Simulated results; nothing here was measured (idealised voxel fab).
process module | voxel gate over fins
cross-section cut | 290 nm wide | cells 5 nm
A cross-section is a grid of square cells, given in bands from the top down. A band is one or more rows of cells.
Each band's line starts with the height of the band's top and of its bottom, in nm. Then come its materials from left to right, each with its width in nm. One material with "throughout" fills the band from edge to edge. "air" is empty space.
Height 0 is the level under which the wafer as received is all one material. The lowest band goes on downwards, as in "0 down".
A width such as "30 to 40" changes by the same amount from each row of cells to the next, from the band's top row to its bottom row.
"no change" after a step means that no cell of the cross-section changed.
closed voids: empty space of 8 cells or more with no open way to the top, each as width x height at its distance from the left edge, in nm
after a step's settings: what the simulator itself notes on the step
overlay nm, on a step with a mask: how far to the right of its planned place the mask lay; to the left if negative
Each pair below shows a cross-section before one step and the cross-section after it, down to the lowest band that changed. The line under each pair gives the step between them, with its settings. The pairs can come from different runs of this module on the same starting wafer, so a pair continues from the pair above only where its "before" says so.
before
  0 down: Si throughout
  closed voids: none
after
  5 to 0: SiN throughout
  below 0: unchanged
  closed voids: none
the step between: op CONFORMAL_DEP | material SiN | thk nm 5
before: the cross-section after the pair above
after
  25 to 5: air 100 | resist 15 | air 20 | resist 15 | air 20 | resist 15 | air 105
  below 5: unchanged
  closed voids: none
the step between: op PATTERN | tone cover | mask id FINS | material resist | width nm 15 | pitch nm 35 | thk nm 20 | overlay nm 0
before: the cross-section after the pair above
after
  25 to 5: air 100 | resist 15 | air 20 | resist 15 | air 20 | resist 15 | air 105
  5 to 0: air 100 | SiN 15 | air 20 | SiN 15 | air 20 | SiN 15 | air 105
  below 0: unchanged
  closed voids: none
the step between: op DIRECTIONAL_ETCH | etch materials SiN | depth nm 5
before: the cross-section after the pair above
after
  25 to 5: air 100 | resist 15 | air 20 | resist 15 | air 20 | resist 15 | air 105
  5 to 0: air 100 | SiN 15 | air 20 | SiN 15 | air 20 | SiN 15 | air 105
  0 to -35: air 100 | Si 15 | air 20 | Si 15 | air 20 | Si 15 | air 105
  below -35: unchanged
  closed voids: none
the step between: op DIRECTIONAL_ETCH | etch materials Si | depth nm 35
before: the cross-section after the pair above
after
  5 to 0: air 100 | SiN 15 | air 20 | SiN 15 | air 20 | SiN 15 | air 105
  below 0: unchanged
  closed voids: none
the step between: op STRIP | etch materials resist
before: the cross-section after the pair above
after
  10 to 5: SiO2 throughout
  5 to 0: SiO2 100 | SiN 15 | SiO2 20 | SiN 15 | SiO2 20 | SiN 15 | SiO2 105
  0 to -35: SiO2 100 | Si 15 | SiO2 20 | Si 15 | SiO2 20 | Si 15 | SiO2 105
  below -35: unchanged
  closed voids: none
the step between: op FILL_DEP | material SiO2 | thk nm 5
before: the cross-section after the pair above
after
  5 to 0: SiO2 100 | SiN 15 | SiO2 20 | SiN 15 | SiO2 20 | SiN 15 | SiO2 105
  below 0: unchanged
  closed voids: none
the step between: op CMP | height nm 5
before: the cross-section after the pair above
after
  5 to 0: air 100 | SiN 15 | air 20 | SiN 15 | air 20 | SiN 15 | air 105
  0 to -15: air 100 | Si 15 | air 20 | Si 15 | air 20 | Si 15 | air 105
  below -15: unchanged
  closed voids: none
the step between: op SELECTIVE_ETCH | etch materials SiO2 | depth nm 20
before: the cross-section after the pair above
after
  0 to -15: air 100 | Si 15 | air 20 | Si 15 | air 20 | Si 15 | air 105
  below -15: unchanged
  closed voids: none
the step between: op STRIP | etch materials SiN
before: the cross-section after the pair above
after
  5 to 0: air 95 | HfO2 25 | air 10 | HfO2 25 | air 10 | HfO2 25 | air 100
  0 to -10: air 95 | HfO2 5 | Si 15 | HfO2 5 | air 10 | HfO2 5 | Si 15 | HfO2 5 | air 10 | HfO2 5 | Si 15 | HfO2 5 | air 100
  -10 to -15: HfO2 100 | Si 15 | HfO2 20 | Si 15 | HfO2 20 | Si 15 | HfO2 105
  below -15: unchanged
  closed voids: none
the step between: op CONFORMAL_DEP | material HfO2 | thk nm 5
before: the cross-section after the pair above
after
  10 to 5: air 90 | TiN 105 | air 95
  5 to 0: air 90 | TiN 5 | HfO2 25 | TiN 10 | HfO2 25 | TiN 10 | HfO2 25 | TiN 5 | air 95
  0 to -5: air 90 | TiN 5 | HfO2 5 | Si 15 | HfO2 5 | TiN 10 | HfO2 5 | Si 15 | HfO2 5 | TiN 10 | HfO2 5 | Si 15 | HfO2 5 | TiN 5 | air 95
  -5 to -10: TiN 95 | HfO2 5 | Si 15 | HfO2 5 | TiN 10 | HfO2 5 | Si 15 | HfO2 5 | TiN 10 | HfO2 5 | Si 15 | HfO2 5 | TiN 100
  below -10: unchanged
  closed voids: none
the step between: op CONFORMAL_DEP | material TiN | thk nm 5
before: the cross-section after the pair above
after
  15 to 10: air 85 | TiAl 115 | air 90
  10 to 5: air 85 | TiAl 5 | TiN 105 | TiAl 5 | air 90
  5 to 0: air 85 | TiAl 5 | TiN 5 | HfO2 25 | TiN 10 | HfO2 25 | TiN 10 | HfO2 25 | TiN 5 | TiAl 5 | air 90
  0 to -5: TiAl 90 | TiN 5 | HfO2 5 | Si 15 | HfO2 5 | TiN 10 | HfO2 5 | Si 15 | HfO2 5 | TiN 10 | HfO2 5 | Si 15 | HfO2 5 | TiN 5 | TiAl 95
  below -5: unchanged
  closed voids: none
the step between: op CONFORMAL_DEP | material TiAl | thk nm 5
before: the cross-section after the pair above
after
  20 to 15: air 80 | TiN 125 | air 85
  15 to 10: air 80 | TiN 5 | TiAl 115 | TiN 5 | air 85
  10 to 5: air 80 | TiN 5 | TiAl 5 | TiN 105 | TiAl 5 | TiN 5 | air 85
  5 to 0: TiN 85 | TiAl 5 | TiN 5 | HfO2 25 | TiN 10 | HfO2 25 | TiN 10 | HfO2 25 | TiN 5 | TiAl 5 | TiN 90
  below 0: unchanged
  closed voids: none
the step between: op CONFORMAL_DEP | material TiN | thk nm 5
before: the cross-section after the pair above
after
  30 to 20: W throughout
  20 to 15: W 80 | TiN 125 | W 85
  15 to 10: W 80 | TiN 5 | TiAl 115 | TiN 5 | W 85
  10 to 5: W 80 | TiN 5 | TiAl 5 | TiN 105 | TiAl 5 | TiN 5 | W 85
  below 5: unchanged
  closed voids: none
the step between: op FILL_DEP | material W | thk nm 10
before: the cross-section after the pair above
after
  25 to 20: W throughout
  below 20: unchanged
  closed voids: none
the step between: op CMP | height nm 25
before: the cross-section after the pair above
after
  30 to 25: SiCN throughout
  below 25: unchanged
  closed voids: none
the step between: op CONFORMAL_DEP | material SiCN | thk nm 5
before
  5 to 0: air 95 | HfO2 25 | air 10 | HfO2 25 | air 10 | HfO2 25 | air 100
  0 to -10: air 95 | HfO2 5 | Si 15 | HfO2 5 | air 10 | HfO2 5 | Si 15 | HfO2 5 | air 10 | HfO2 5 | Si 15 | HfO2 5 | air 100
  -10 to -15: HfO2 100 | Si 15 | HfO2 20 | Si 15 | HfO2 20 | Si 15 | HfO2 105
  -15 to -35: SiO2 100 | Si 15 | SiO2 20 | Si 15 | SiO2 20 | Si 15 | SiO2 105
  -35 down: Si throughout
  closed voids: none
after
  10 to 5: air 90 | TiAl 105 | air 95
  5 to 0: air 90 | TiAl 5 | HfO2 25 | TiAl 10 | HfO2 25 | TiAl 10 | HfO2 25 | TiAl 5 | air 95
  0 to -5: air 90 | TiAl 5 | HfO2 5 | Si 15 | HfO2 5 | TiAl 10 | HfO2 5 | Si 15 | HfO2 5 | TiAl 10 | HfO2 5 | Si 15 | HfO2 5 | TiAl 5 | air 95
  -5 to -10: TiAl 95 | HfO2 5 | Si 15 | HfO2 5 | TiAl 10 | HfO2 5 | Si 15 | HfO2 5 | TiAl 10 | HfO2 5 | Si 15 | HfO2 5 | TiAl 100
  below -10: unchanged
  closed voids: none
the step between: op CONFORMAL_DEP | material TiAl | thk nm 5
before: the cross-section after the pair above
after
  15 to 10: air 85 | TiN 115 | air 90
  10 to 5: air 85 | TiN 5 | TiAl 105 | TiN 5 | air 90
  5 to 0: air 85 | TiN 5 | TiAl 5 | HfO2 25 | TiAl 10 | HfO2 25 | TiAl 10 | HfO2 25 | TiAl 5 | TiN 5 | air 90
  0 to -5: TiN 90 | TiAl 5 | HfO2 5 | Si 15 | HfO2 5 | TiAl 10 | HfO2 5 | Si 15 | HfO2 5 | TiAl 10 | HfO2 5 | Si 15 | HfO2 5 | TiAl 5 | TiN 95
  below -5: unchanged
  closed voids: none
the step between: op CONFORMAL_DEP | material TiN | thk nm 5
before: the cross-section after the pair above
after
  25 to 15: W throughout
  15 to 10: W 85 | TiN 115 | W 90
  10 to 5: W 85 | TiN 5 | TiAl 105 | TiN 5 | W 90
  5 to 0: W 85 | TiN 5 | TiAl 5 | HfO2 25 | TiAl 10 | HfO2 25 | TiAl 10 | HfO2 25 | TiAl 5 | TiN 5 | W 90
  below 0: unchanged
  closed voids: none
the step between: op FILL_DEP | material W | thk nm 10
before: the cross-section after the pair above
after
  30 to 25: SiCN throughout
  below 25: unchanged
  closed voids: none
the step between: op CONFORMAL_DEP | material SiCN | thk nm 5
before
  25 to 5: air 100 | resist 15 | air 20 | resist 15 | air 20 | resist 15 | air 105
  5 to 0: air 100 | SiN 15 | air 20 | SiN 15 | air 20 | SiN 15 | air 105
  0 to -35: air 100 | Si 15 | air 20 | Si 15 | air 20 | Si 15 | air 105
  -35 down: Si throughout
  closed voids: none
after
  25 to 5: air 100 | resist 15 | air 20 | resist 15 | air 20 | resist 15 | air 105
  5 to 0: air 100 | SiN 15 | air 20 | SiN 15 | air 20 | SiN 15 | air 105
  0 to -70: air 100 | Si 15 | air 20 | Si 15 | air 20 | Si 15 | air 105
  below -70: unchanged
  closed voids: none
the step between: op DIRECTIONAL_ETCH | etch materials Si | depth nm 35
before: the cross-section after the pair above
after
  5 to 0: air 100 | SiN 15 | air 20 | SiN 15 | air 20 | SiN 15 | air 105
  below 0: unchanged
  closed voids: none
the step between: op STRIP | etch materials resist
before: the cross-section after the pair above
after
  10 to 5: SiO2 throughout
  5 to 0: SiO2 100 | SiN 15 | SiO2 20 | SiN 15 | SiO2 20 | SiN 15 | SiO2 105
  0 to -70: SiO2 100 | Si 15 | SiO2 20 | Si 15 | SiO2 20 | Si 15 | SiO2 105
  below -70: unchanged
  closed voids: none
the step between: op FILL_DEP | material SiO2 | thk nm 5
before: the cross-section after the pair above
after
  5 to 0: SiO2 100 | SiN 15 | SiO2 20 | SiN 15 | SiO2 20 | SiN 15 | SiO2 105
  below 0: unchanged
  closed voids: none
the step between: op CMP | height nm 5
before: the cross-section after the pair above
after
  5 to 0: air 100 | SiN 15 | air 20 | SiN 15 | air 20 | SiN 15 | air 105
  0 to -15: air 100 | Si 15 | air 20 | Si 15 | air 20 | Si 15 | air 105
  below -15: unchanged
  closed voids: none
the step between: op SELECTIVE_ETCH | etch materials SiO2 | depth nm 20
before: the cross-section after the pair above
after
  0 to -15: air 100 | Si 15 | air 20 | Si 15 | air 20 | Si 15 | air 105
  below -15: unchanged
  closed voids: none
the step between: op STRIP | etch materials SiN
before: the cross-section after the pair above
after
  5 to 0: air 95 | HfO2 25 | air 10 | HfO2 25 | air 10 | HfO2 25 | air 100
  0 to -10: air 95 | HfO2 5 | Si 15 | HfO2 5 | air 10 | HfO2 5 | Si 15 | HfO2 5 | air 10 | HfO2 5 | Si 15 | HfO2 5 | air 100
  -10 to -15: HfO2 100 | Si 15 | HfO2 20 | Si 15 | HfO2 20 | Si 15 | HfO2 105
  below -15: unchanged
  closed voids: none
the step between: op CONFORMAL_DEP | material HfO2 | thk nm 5
before: the cross-section after the pair above
after
  10 to 5: air 90 | TiN 105 | air 95
  5 to 0: air 90 | TiN 5 | HfO2 25 | TiN 10 | HfO2 25 | TiN 10 | HfO2 25 | TiN 5 | air 95
  0 to -5: air 90 | TiN 5 | HfO2 5 | Si 15 | HfO2 5 | TiN 10 | HfO2 5 | Si 15 | HfO2 5 | TiN 10 | HfO2 5 | Si 15 | HfO2 5 | TiN 5 | air 95
  -5 to -10: TiN 95 | HfO2 5 | Si 15 | HfO2 5 | TiN 10 | HfO2 5 | Si 15 | HfO2 5 | TiN 10 | HfO2 5 | Si 15 | HfO2 5 | TiN 100
  below -10: unchanged
  closed voids: none
the step between: op CONFORMAL_DEP | material TiN | thk nm 5
before: the cross-section after the pair above
after
  15 to 10: air 85 | TiAl 115 | air 90
  10 to 5: air 85 | TiAl 5 | TiN 105 | TiAl 5 | air 90
  5 to 0: air 85 | TiAl 5 | TiN 5 | HfO2 25 | TiN 10 | HfO2 25 | TiN 10 | HfO2 25 | TiN 5 | TiAl 5 | air 90
  0 to -5: TiAl 90 | TiN 5 | HfO2 5 | Si 15 | HfO2 5 | TiN 10 | HfO2 5 | Si 15 | HfO2 5 | TiN 10 | HfO2 5 | Si 15 | HfO2 5 | TiN 5 | TiAl 95
  below -5: unchanged
  closed voids: none
the step between: op CONFORMAL_DEP | material TiAl | thk nm 5
before: the cross-section after the pair above
after
  20 to 15: air 80 | TiN 125 | air 85
  15 to 10: air 80 | TiN 5 | TiAl 115 | TiN 5 | air 85
  10 to 5: air 80 | TiN 5 | TiAl 5 | TiN 105 | TiAl 5 | TiN 5 | air 85
  5 to 0: TiN 85 | TiAl 5 | TiN 5 | HfO2 25 | TiN 10 | HfO2 25 | TiN 10 | HfO2 25 | TiN 5 | TiAl 5 | TiN 90
  below 0: unchanged
  closed voids: none
the step between: op CONFORMAL_DEP | material TiN | thk nm 5
before: the cross-section after the pair above
after
  30 to 20: W throughout
  20 to 15: W 80 | TiN 125 | W 85
  15 to 10: W 80 | TiN 5 | TiAl 115 | TiN 5 | W 85
  10 to 5: W 80 | TiN 5 | TiAl 5 | TiN 105 | TiAl 5 | TiN 5 | W 85
  below 5: unchanged
  closed voids: none
the step between: op FILL_DEP | material W | thk nm 10
before: the cross-section after the pair above
after
  25 to 20: W throughout
  below 20: unchanged
  closed voids: none
the step between: op CMP | height nm 25
before: the cross-section after the pair above
after
  30 to 25: SiCN throughout
  below 25: unchanged
  closed voids: none
the step between: op CONFORMAL_DEP | material SiCN | thk nm 5
before
  0 to -15: air 100 | Si 15 | air 20 | Si 15 | air 20 | Si 15 | air 105
  -15 to -35: SiO2 100 | Si 15 | SiO2 20 | Si 15 | SiO2 20 | Si 15 | SiO2 105
  -35 down: Si throughout
  closed voids: none
after
  5 to 0: air 95 | TiN 25 | air 10 | TiN 25 | air 10 | TiN 25 | air 100
  0 to -10: air 95 | TiN 5 | Si 15 | TiN 5 | air 10 | TiN 5 | Si 15 | TiN 5 | air 10 | TiN 5 | Si 15 | TiN 5 | air 100
  -10 to -15: TiN 100 | Si 15 | TiN 20 | Si 15 | TiN 20 | Si 15 | TiN 105
  below -15: unchanged
  closed voids: none
the step between: op CONFORMAL_DEP | material TiN | thk nm 5
before: the cross-section after the pair above
after
  10 to 5: air 90 | HfO2 105 | air 95
  5 to 0: air 90 | HfO2 5 | TiN 25 | HfO2 10 | TiN 25 | HfO2 10 | TiN 25 | HfO2 5 | air 95
  0 to -5: air 90 | HfO2 5 | TiN 5 | Si 15 | TiN 5 | HfO2 10 | TiN 5 | Si 15 | TiN 5 | HfO2 10 | TiN 5 | Si 15 | TiN 5 | HfO2 5 | air 95
  -5 to -10: HfO2 95 | TiN 5 | Si 15 | TiN 5 | HfO2 10 | TiN 5 | Si 15 | TiN 5 | HfO2 10 | TiN 5 | Si 15 | TiN 5 | HfO2 100
  below -10: unchanged
  closed voids: none
the step between: op CONFORMAL_DEP | material HfO2 | thk nm 5
before: the cross-section after the pair above
after
  15 to 10: air 85 | TiAl 115 | air 90
  10 to 5: air 85 | TiAl 5 | HfO2 105 | TiAl 5 | air 90
  5 to 0: air 85 | TiAl 5 | HfO2 5 | TiN 25 | HfO2 10 | TiN 25 | HfO2 10 | TiN 25 | HfO2 5 | TiAl 5 | air 90
  0 to -5: TiAl 90 | HfO2 5 | TiN 5 | Si 15 | TiN 5 | HfO2 10 | TiN 5 | Si 15 | TiN 5 | HfO2 10 | TiN 5 | Si 15 | TiN 5 | HfO2 5 | TiAl 95
  below -5: unchanged
  closed voids: none
the step between: op CONFORMAL_DEP | material TiAl | thk nm 5
before: the cross-section after the pair above
after
  20 to 15: air 80 | TiN 125 | air 85
  15 to 10: air 80 | TiN 5 | TiAl 115 | TiN 5 | air 85
  10 to 5: air 80 | TiN 5 | TiAl 5 | HfO2 105 | TiAl 5 | TiN 5 | air 85
  5 to 0: TiN 85 | TiAl 5 | HfO2 5 | TiN 25 | HfO2 10 | TiN 25 | HfO2 10 | TiN 25 | HfO2 5 | TiAl 5 | TiN 90
  below 0: unchanged
  closed voids: none
the step between: op CONFORMAL_DEP | material TiN | thk nm 5
before: the cross-section after the pair above
after
  30 to 20: W throughout
  20 to 15: W 80 | TiN 125 | W 85
  15 to 10: W 80 | TiN 5 | TiAl 115 | TiN 5 | W 85
  10 to 5: W 80 | TiN 5 | TiAl 5 | HfO2 105 | TiAl 5 | TiN 5 | W 85
  below 5: unchanged
  closed voids: none
the step between: op FILL_DEP | material W | thk nm 10
before: the cross-section after the pair above
after
  25 to 20: W throughout
  below 20: unchanged
  closed voids: none
the step between: op CMP | height nm 25
before: the cross-section after the pair above
after
  30 to 25: SiCN throughout
  below 25: unchanged
  closed voids: none
the step between: op CONFORMAL_DEP | material SiCN | thk nm 5
before
  5 to 0: SiO2 100 | SiN 15 | SiO2 20 | SiN 15 | SiO2 20 | SiN 15 | SiO2 105
  0 to -35: SiO2 100 | Si 15 | SiO2 20 | Si 15 | SiO2 20 | Si 15 | SiO2 105
  -35 down: Si throughout
  closed voids: none
after
  5 to 0: air 100 | SiN 15 | air 20 | SiN 15 | air 20 | SiN 15 | air 105
  0 to -5: air 100 | Si 15 | air 20 | Si 15 | air 20 | Si 15 | air 105
  below -5: unchanged
  closed voids: none
the step between: op SELECTIVE_ETCH | etch materials SiO2 | depth nm 10
before: the cross-section after the pair above
after
  0 to -5: air 100 | Si 15 | air 20 | Si 15 | air 20 | Si 15 | air 105
  below -5: unchanged
  closed voids: none
the step between: op STRIP | etch materials SiN
before: the cross-section after the pair above
after
  5 to 0: air 95 | HfO2 25 | air 10 | HfO2 25 | air 10 | HfO2 25 | air 100
  0 to -5: HfO2 100 | Si 15 | HfO2 20 | Si 15 | HfO2 20 | Si 15 | HfO2 105
  below -5: unchanged
  closed voids: none
the step between: op CONFORMAL_DEP | material HfO2 | thk nm 5
before: the cross-section after the pair above
after
  10 to 5: air 90 | TiN 105 | air 95
  5 to 0: TiN 95 | HfO2 25 | TiN 10 | HfO2 25 | TiN 10 | HfO2 25 | TiN 100
  below 0: unchanged
  closed voids: none
the step between: op CONFORMAL_DEP | material TiN | thk nm 5
before: the cross-section after the pair above
after
  15 to 10: air 85 | TiAl 115 | air 90
  10 to 5: TiAl 90 | TiN 105 | TiAl 95
  below 5: unchanged
  closed voids: none
the step between: op CONFORMAL_DEP | material TiAl | thk nm 5
before: the cross-section after the pair above
after
  20 to 15: air 80 | TiN 125 | air 85
  15 to 10: TiN 85 | TiAl 115 | TiN 90
  below 10: unchanged
  closed voids: none
the step between: op CONFORMAL_DEP | material TiN | thk nm 5
before: the cross-section after the pair above
after
  30 to 20: W throughout
  20 to 15: W 80 | TiN 125 | W 85
  below 15: unchanged
  closed voids: none
the step between: op FILL_DEP | material W | thk nm 10
before: the cross-section after the pair above
after
  25 to 20: W throughout
  below 20: unchanged
  closed voids: none
the step between: op CMP | height nm 25
before: the cross-section after the pair above
after
  30 to 25: SiCN throughout
  below 25: unchanged
  closed voids: none
the step between: op CONFORMAL_DEP | material SiCN | thk nm 5
before
  5 to 0: SiN throughout
  0 down: Si throughout
  closed voids: none
after
  25 to 5: air 100 | resist 20 | air 15 | resist 20 | air 15 | resist 20 | air 100
  below 5: unchanged
  closed voids: none
the step between: op PATTERN | tone cover | mask id FINS | material resist | width nm 20 | pitch nm 35 | thk nm 20 | overlay nm 0
before: the cross-section after the pair above
after
  25 to 5: air 100 | resist 20 | air 15 | resist 20 | air 15 | resist 20 | air 100
  5 to 0: air 100 | SiN 20 | air 15 | SiN 20 | air 15 | SiN 20 | air 100
  below 0: unchanged
  closed voids: none
the step between: op DIRECTIONAL_ETCH | etch materials SiN | depth nm 5
before: the cross-section after the pair above
after
  25 to 5: air 100 | resist 20 | air 15 | resist 20 | air 15 | resist 20 | air 100
  5 to 0: air 100 | SiN 20 | air 15 | SiN 20 | air 15 | SiN 20 | air 100
  0 to -35: air 100 | Si 20 | air 15 | Si 20 | air 15 | Si 20 | air 100
  below -35: unchanged
  closed voids: none
the step between: op DIRECTIONAL_ETCH | etch materials Si | depth nm 35
before: the cross-section after the pair above
after
  5 to 0: air 100 | SiN 20 | air 15 | SiN 20 | air 15 | SiN 20 | air 100
  below 0: unchanged
  closed voids: none
the step between: op STRIP | etch materials resist
before: the cross-section after the pair above
after
  10 to 5: SiO2 throughout
  5 to 0: SiO2 100 | SiN 20 | SiO2 15 | SiN 20 | SiO2 15 | SiN 20 | SiO2 100
  0 to -35: SiO2 100 | Si 20 | SiO2 15 | Si 20 | SiO2 15 | Si 20 | SiO2 100
  below -35: unchanged
  closed voids: none
the step between: op FILL_DEP | material SiO2 | thk nm 5
before: the cross-section after the pair above
after
  5 to 0: SiO2 100 | SiN 20 | SiO2 15 | SiN 20 | SiO2 15 | SiN 20 | SiO2 100
  below 0: unchanged
  closed voids: none
the step between: op CMP | height nm 5
before: the cross-section after the pair above
after
  5 to 0: air 100 | SiN 20 | air 15 | SiN 20 | air 15 | SiN 20 | air 100
  0 to -15: air 100 | Si 20 | air 15 | Si 20 | air 15 | Si 20 | air 100
  below -15: unchanged
  closed voids: none
the step between: op SELECTIVE_ETCH | etch materials SiO2 | depth nm 20
before: the cross-section after the pair above
after
  0 to -15: air 100 | Si 20 | air 15 | Si 20 | air 15 | Si 20 | air 100
  below -15: unchanged
  closed voids: none
the step between: op STRIP | etch materials SiN
before: the cross-section after the pair above
after
  5 to 0: air 95 | HfO2 30 | air 5 | HfO2 30 | air 5 | HfO2 30 | air 95
  0 to -10: air 95 | HfO2 5 | Si 20 | HfO2 5 | air 5 | HfO2 5 | Si 20 | HfO2 5 | air 5 | HfO2 5 | Si 20 | HfO2 5 | air 95
  -10 to -15: HfO2 100 | Si 20 | HfO2 15 | Si 20 | HfO2 15 | Si 20 | HfO2 100
  below -15: unchanged
  closed voids: none
the step between: op CONFORMAL_DEP | material HfO2 | thk nm 5
before: the cross-section after the pair above
after
  10 to 5: air 90 | TiN 110 | air 90
  5 to 0: air 90 | TiN 5 | HfO2 30 | TiN 5 | HfO2 30 | TiN 5 | HfO2 30 | TiN 5 | air 90
  0 to -5: air 90 | TiN 5 | HfO2 5 | Si 20 | HfO2 5 | TiN 5 | HfO2 5 | Si 20 | HfO2 5 | TiN 5 | HfO2 5 | Si 20 | HfO2 5 | TiN 5 | air 90
  -5 to -10: TiN 95 | HfO2 5 | Si 20 | HfO2 5 | TiN 5 | HfO2 5 | Si 20 | HfO2 5 | TiN 5 | HfO2 5 | Si 20 | HfO2 5 | TiN 95
  below -10: unchanged
  closed voids: none
the step between: op CONFORMAL_DEP | material TiN | thk nm 5
before: the cross-section after the pair above
after
  15 to 10: air 85 | TiAl 120 | air 85
  10 to 5: air 85 | TiAl 5 | TiN 110 | TiAl 5 | air 85
  5 to 0: air 85 | TiAl 5 | TiN 5 | HfO2 30 | TiN 5 | HfO2 30 | TiN 5 | HfO2 30 | TiN 5 | TiAl 5 | air 85
  0 to -5: TiAl 90 | TiN 5 | HfO2 5 | Si 20 | HfO2 5 | TiN 5 | HfO2 5 | Si 20 | HfO2 5 | TiN 5 | HfO2 5 | Si 20 | HfO2 5 | TiN 5 | TiAl 90
  below -5: unchanged
  closed voids: none
the step between: op CONFORMAL_DEP | material TiAl | thk nm 5
before: the cross-section after the pair above
after
  20 to 15: air 80 | TiN 130 | air 80
  15 to 10: air 80 | TiN 5 | TiAl 120 | TiN 5 | air 80
  10 to 5: air 80 | TiN 5 | TiAl 5 | TiN 110 | TiAl 5 | TiN 5 | air 80
  5 to 0: TiN 85 | TiAl 5 | TiN 5 | HfO2 30 | TiN 5 | HfO2 30 | TiN 5 | HfO2 30 | TiN 5 | TiAl 5 | TiN 85
  below 0: unchanged
  closed voids: none
the step between: op CONFORMAL_DEP | material TiN | thk nm 5
before: the cross-section after the pair above
after
  30 to 20: W throughout
  20 to 15: W 80 | TiN 130 | W 80
  15 to 10: W 80 | TiN 5 | TiAl 120 | TiN 5 | W 80
  10 to 5: W 80 | TiN 5 | TiAl 5 | TiN 110 | TiAl 5 | TiN 5 | W 80
  below 5: unchanged
  closed voids: none
the step between: op FILL_DEP | material W | thk nm 10
before: the cross-section after the pair above
after
  25 to 20: W throughout
  below 20: unchanged
  closed voids: none
the step between: op CMP | height nm 25
before: the cross-section after the pair above
after
  30 to 25: SiCN throughout
  below 25: unchanged
  closed voids: none
the step between: op CONFORMAL_DEP | material SiCN | thk nm 5
before
  5 to 0: SiN throughout
  0 down: Si throughout
  closed voids: none
after
  25 to 5: air 95 | resist 15 | air 20 | resist 15 | air 20 | resist 15 | air 110
  below 5: unchanged
  closed voids: none
the step between: op PATTERN | tone cover | mask id FINS | material resist | width nm 15 | pitch nm 35 | thk nm 20 | overlay nm -5
before: the cross-section after the pair above
after
  25 to 5: air 95 | resist 15 | air 20 | resist 15 | air 20 | resist 15 | air 110
  5 to 0: air 95 | SiN 15 | air 20 | SiN 15 | air 20 | SiN 15 | air 110
  below 0: unchanged
  closed voids: none
the step between: op DIRECTIONAL_ETCH | etch materials SiN | depth nm 5
before: the cross-section after the pair above
after
  25 to 5: air 95 | resist 15 | air 20 | resist 15 | air 20 | resist 15 | air 110
  5 to 0: air 95 | SiN 15 | air 20 | SiN 15 | air 20 | SiN 15 | air 110
  0 to -35: air 95 | Si 15 | air 20 | Si 15 | air 20 | Si 15 | air 110
  below -35: unchanged
  closed voids: none
the step between: op DIRECTIONAL_ETCH | etch materials Si | depth nm 35
before: the cross-section after the pair above
after
  5 to 0: air 95 | SiN 15 | air 20 | SiN 15 | air 20 | SiN 15 | air 110
  below 0: unchanged
  closed voids: none
the step between: op STRIP | etch materials resist
before: the cross-section after the pair above
after
  10 to 5: SiO2 throughout
  5 to 0: SiO2 95 | SiN 15 | SiO2 20 | SiN 15 | SiO2 20 | SiN 15 | SiO2 110
  0 to -35: SiO2 95 | Si 15 | SiO2 20 | Si 15 | SiO2 20 | Si 15 | SiO2 110
  below -35: unchanged
  closed voids: none
the step between: op FILL_DEP | material SiO2 | thk nm 5
before: the cross-section after the pair above
after
  5 to 0: SiO2 95 | SiN 15 | SiO2 20 | SiN 15 | SiO2 20 | SiN 15 | SiO2 110
  below 0: unchanged
  closed voids: none
the step between: op CMP | height nm 5
before: the cross-section after the pair above
after
  5 to 0: air 95 | SiN 15 | air 20 | SiN 15 | air 20 | SiN 15 | air 110
  0 to -15: air 95 | Si 15 | air 20 | Si 15 | air 20 | Si 15 | air 110
  below -15: unchanged
  closed voids: none
the step between: op SELECTIVE_ETCH | etch materials SiO2 | depth nm 20
before: the cross-section after the pair above
after
  0 to -15: air 95 | Si 15 | air 20 | Si 15 | air 20 | Si 15 | air 110
  below -15: unchanged
  closed voids: none
the step between: op STRIP | etch materials SiN
before: the cross-section after the pair above
after
  5 to 0: air 90 | HfO2 25 | air 10 | HfO2 25 | air 10 | HfO2 25 | air 105
  0 to -10: air 90 | HfO2 5 | Si 15 | HfO2 5 | air 10 | HfO2 5 | Si 15 | HfO2 5 | air 10 | HfO2 5 | Si 15 | HfO2 5 | air 105
  -10 to -15: HfO2 95 | Si 15 | HfO2 20 | Si 15 | HfO2 20 | Si 15 | HfO2 110
  below -15: unchanged
  closed voids: none
the step between: op CONFORMAL_DEP | material HfO2 | thk nm 5
before: the cross-section after the pair above
after
  10 to 5: air 85 | TiN 105 | air 100
  5 to 0: air 85 | TiN 5 | HfO2 25 | TiN 10 | HfO2 25 | TiN 10 | HfO2 25 | TiN 5 | air 100
  0 to -5: air 85 | TiN 5 | HfO2 5 | Si 15 | HfO2 5 | TiN 10 | HfO2 5 | Si 15 | HfO2 5 | TiN 10 | HfO2 5 | Si 15 | HfO2 5 | TiN 5 | air 100
  -5 to -10: TiN 90 | HfO2 5 | Si 15 | HfO2 5 | TiN 10 | HfO2 5 | Si 15 | HfO2 5 | TiN 10 | HfO2 5 | Si 15 | HfO2 5 | TiN 105
  below -10: unchanged
  closed voids: none
the step between: op CONFORMAL_DEP | material TiN | thk nm 5
before: the cross-section after the pair above
after
  15 to 10: air 80 | TiAl 115 | air 95
  10 to 5: air 80 | TiAl 5 | TiN 105 | TiAl 5 | air 95
  5 to 0: air 80 | TiAl 5 | TiN 5 | HfO2 25 | TiN 10 | HfO2 25 | TiN 10 | HfO2 25 | TiN 5 | TiAl 5 | air 95
  0 to -5: TiAl 85 | TiN 5 | HfO2 5 | Si 15 | HfO2 5 | TiN 10 | HfO2 5 | Si 15 | HfO2 5 | TiN 10 | HfO2 5 | Si 15 | HfO2 5 | TiN 5 | TiAl 100
  below -5: unchanged
  closed voids: none
the step between: op CONFORMAL_DEP | material TiAl | thk nm 5
before: the cross-section after the pair above
after
  20 to 15: air 75 | TiN 125 | air 90
  15 to 10: air 75 | TiN 5 | TiAl 115 | TiN 5 | air 90
  10 to 5: air 75 | TiN 5 | TiAl 5 | TiN 105 | TiAl 5 | TiN 5 | air 90
  5 to 0: TiN 80 | TiAl 5 | TiN 5 | HfO2 25 | TiN 10 | HfO2 25 | TiN 10 | HfO2 25 | TiN 5 | TiAl 5 | TiN 95
  below 0: unchanged
  closed voids: none
the step between: op CONFORMAL_DEP | material TiN | thk nm 5
before: the cross-section after the pair above
after
  30 to 20: W throughout
  20 to 15: W 75 | TiN 125 | W 90
  15 to 10: W 75 | TiN 5 | TiAl 115 | TiN 5 | W 90
  10 to 5: W 75 | TiN 5 | TiAl 5 | TiN 105 | TiAl 5 | TiN 5 | W 90
  below 5: unchanged
  closed voids: none
the step between: op FILL_DEP | material W | thk nm 10
before: the cross-section after the pair above
after
  25 to 20: W throughout
  below 20: unchanged
  closed voids: none
the step between: op CMP | height nm 25
before: the cross-section after the pair above
after
  30 to 25: SiCN throughout
  below 25: unchanged
  closed voids: none
the step between: op CONFORMAL_DEP | material SiCN | thk nm 5
before
  0 down: Si throughout
  closed voids: none
after
  5 to 0: TiAl throughout
  below 0: unchanged
  closed voids: none
the step between: op CONFORMAL_DEP | material TiAl | thk nm 5
